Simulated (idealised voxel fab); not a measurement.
process module | voxel transistor to metal
cross-section cut | 170 nm wide | cells 5 nm
A cross-section is a grid of square cells, given in bands from the top down. A band is one or more rows of cells.
Each band's line starts with the height of the band's top and of its bottom, in nm. Then come its materials from left to right, each with its width in nm. One material with "throughout" fills the band from edge to edge. "air" is empty space.
Height 0 is the level under which the wafer as received is all one material. The lowest band goes on downwards, as in "0 down".
A width such as "30 to 40" changes by the same amount from each row of cells to the next, from the band's top row to its bottom row.
"no change" after a step means that no cell of the cross-section changed.
closed voids: empty space of 8 cells or more with no open way to the top, each as width x height at its distance from the left edge, in nm
after a step's settings: what the simulator itself notes on the step
overlay nm, on a step with a mask: how far to the right of its planned place the mask lay; to the left if negative
plan
1 op RECEIVE | material Si
2 op OXIDIZE | depth nm 5
3 op CONFORMAL_DEP | material SiN | thk nm 10
4 op MASKED_ETCH | tone cover | mask id ACTIVE | width nm 110 | etch materials SiN | depth nm 10 | overlay nm 0
5 op MASKED_ETCH | tone cover | mask id ACTIVE | width nm 110 | etch materials SiO2 | depth nm 5 | overlay nm 0
6 op MASKED_ETCH | tone cover | mask id ACTIVE | width nm 110 | etch materials Si | depth nm 20 | overlay nm 0
7 op OXIDIZE | depth nm 5
8 op FILL_DEP | material SiO2 | thk nm 15
9 op CMP | height nm 10
10 op SELECTIVE_ETCH | etch materials SiO2 | depth nm 10
11 op STRIP | etch materials SiN
12 op SELECTIVE_ETCH | etch materials SiO2 | depth nm 5
13 op OXIDIZE | depth nm 5
14 op DIRECTIONAL_DEP | material polySi | thk nm 20
15 op DIRECTIONAL_DEP | material SiCN | thk nm 10
16 op DIRECTIONAL_DEP | material aC | thk nm 15
17 op PATTERN | tone cover | mask id GATE | material resist | width nm 30 | thk nm 35 | overlay nm 0
18 op DIRECTIONAL_ETCH | etch materials aC | depth nm 15
19 op STRIP | etch materials resist
20 op DIRECTIONAL_ETCH | etch materials SiCN | depth nm 20
21 op DIRECTIONAL_ETCH | etch materials polySi | depth nm 30
22 op STRIP | etch materials aC
23 op CONFORMAL_DEP | material SiO2 | thk nm 5
24 op DIRECTIONAL_ETCH | etch materials SiO2 | depth nm 5
25 op CONFORMAL_DEP | material SiN | thk nm 5
26 op DIRECTIONAL_ETCH | etch materials SiN | depth nm 5
27 op DIRECTIONAL_ETCH | etch materials SiO2 | depth nm 5
28 op DIRECTIONAL_ETCH | etch materials Si | depth nm 10
29 op EPI | material SiGe | thk nm 15
30 op FILL_DEP | material SiO2 | thk nm 10
31 op CMP | height nm 15
32 op STRIP | etch materials polySi
33 op SELECTIVE_ETCH | etch materials SiO2 | depth nm 5
34 op CONFORMAL_DEP | material HfO2 | thk nm 5
35 op CONFORMAL_DEP | material TiN | thk nm 5
36 op FILL_DEP | material W | thk nm 5
37 op CMP | height nm 10
38 op DIRECTIONAL_DEP | material SiO2 | thk nm 10
39 op MASKED_ETCH | tone open | mask id CONTACT | width nm 20 | pitch nm 80 | etch materials SiO2 | depth nm 25 | overlay nm 0
40 op CONFORMAL_DEP | material TiN | thk nm 5
41 op FILL_DEP | material W | thk nm 10
42 op CMP | height nm 20
43 op DIRECTIONAL_DEP | material TiN | thk nm 5
44 op DIRECTIONAL_DEP | material W | thk nm 20
45 op PATTERN | tone cover | mask id METAL_1 | material resist | width nm 20 | pitch nm 80 | thk nm 20 | overlay nm 0
46 op DIRECTIONAL_ETCH | etch materials W | depth nm 20
47 op DIRECTIONAL_ETCH | etch materials TiN | depth nm 5
48 op STRIP | etch materials resist
49 op CONFORMAL_DEP | material SiN | thk nm 5
50 op FILL_DEP | material lowk | thk nm 10
51 op CMP | height nm 45
52 op CONFORMAL_DEP | material SiN | thk nm 5
as received, after step 1
  0 down: Si throughout
  closed voids: none
first wafer at the end, as planned
  50 to 45: SiN throughout
  45 to 25: lowk 30 | SiN 5 | W 20 | SiN 5 | lowk 50 | SiN 5 | W 20 | SiN 5 | lowk 30
  25 to 20: SiN 35 | TiN 20 | SiN 60 | TiN 20 | SiN 35
  20 to 10: SiO2 35 | TiN 5 | W 10 | TiN 5 | SiO2 60 | TiN 5 | W 10 | TiN 5 | SiO2 35
  10 to 5: SiO2 35 | TiN 20 | SiO2 5 | SiN 5 | HfO2 5 | TiN 5 | W 20 | TiN 5 | HfO2 5 | SiN 5 | SiO2 5 | TiN 20 | SiO2 35
  5 to 0: SiO2 35 | TiN 10 | SiGe 15 | SiN 5 | HfO2 5 | TiN 5 | W 20 | TiN 5 | HfO2 5 | SiN 5 | SiGe 15 | TiN 10 | SiO2 35
  0 to -5: SiO2 35 | TiN 10 | SiGe 15 | SiN 5 | HfO2 5 | TiN 30 | HfO2 5 | SiN 5 | SiGe 15 | TiN 10 | SiO2 35
  -5 to -10: SiO2 30 | SiGe 30 | SiO2 5 | HfO2 40 | SiO2 5 | SiGe 30 | SiO2 30
  -10 to -20: SiO2 35 | SiGe 25 | Si 50 | SiGe 25 | SiO2 35
  -20 to -30: SiO2 35 | Si 100 | SiO2 35
  -30 down: Si throughout
  closed voids: none
second wafer at the end: like start, like plan, one mistake
  50 to 45: SiN throughout
  45 to 35: lowk 30 | SiN 5 | W 20 | SiN 5 | lowk 50 | SiN 5 | W 20 | SiN 5 | lowk 30
  35 to 30: SiN 35 | TiN 20 | SiN 60 | TiN 20 | SiN 35
  30 to 20: TiN throughout
  20 to 10: SiO2 35 | TiN 5 | W 10 | TiN 5 | SiO2 60 | TiN 5 | W 10 | TiN 5 | SiO2 35
  10 to 5: SiO2 35 | TiN 20 | SiO2 5 | SiN 5 | HfO2 5 | TiN 5 | W 20 | TiN 5 | HfO2 5 | SiN 5 | SiO2 5 | TiN 20 | SiO2 35
  5 to 0: SiO2 35 | TiN 10 | SiGe 15 | SiN 5 | HfO2 5 | TiN 5 | W 20 | TiN 5 | HfO2 5 | SiN 5 | SiGe 15 | TiN 10 | SiO2 35
  0 to -5: SiO2 35 | TiN 10 | SiGe 15 | SiN 5 | HfO2 5 | TiN 30 | HfO2 5 | SiN 5 | SiGe 15 | TiN 10 | SiO2 35
  -5 to -10: SiO2 30 | SiGe 30 | SiO2 5 | HfO2 40 | SiO2 5 | SiGe 30 | SiO2 30
  -10 to -20: SiO2 35 | SiGe 25 | Si 50 | SiGe 25 | SiO2 35
  -20 to -30: SiO2 35 | Si 100 | SiO2 35
  -30 down: Si throughout
  closed voids: none
what went wrong: step 43 ran as: op DIRECTIONAL_DEP | material TiN | thk nm 15
at the end the second wafer has, in cells: 8 fewer of SiN | 68 more of TiN | 16 fewer of W | 44 fewer of lowk
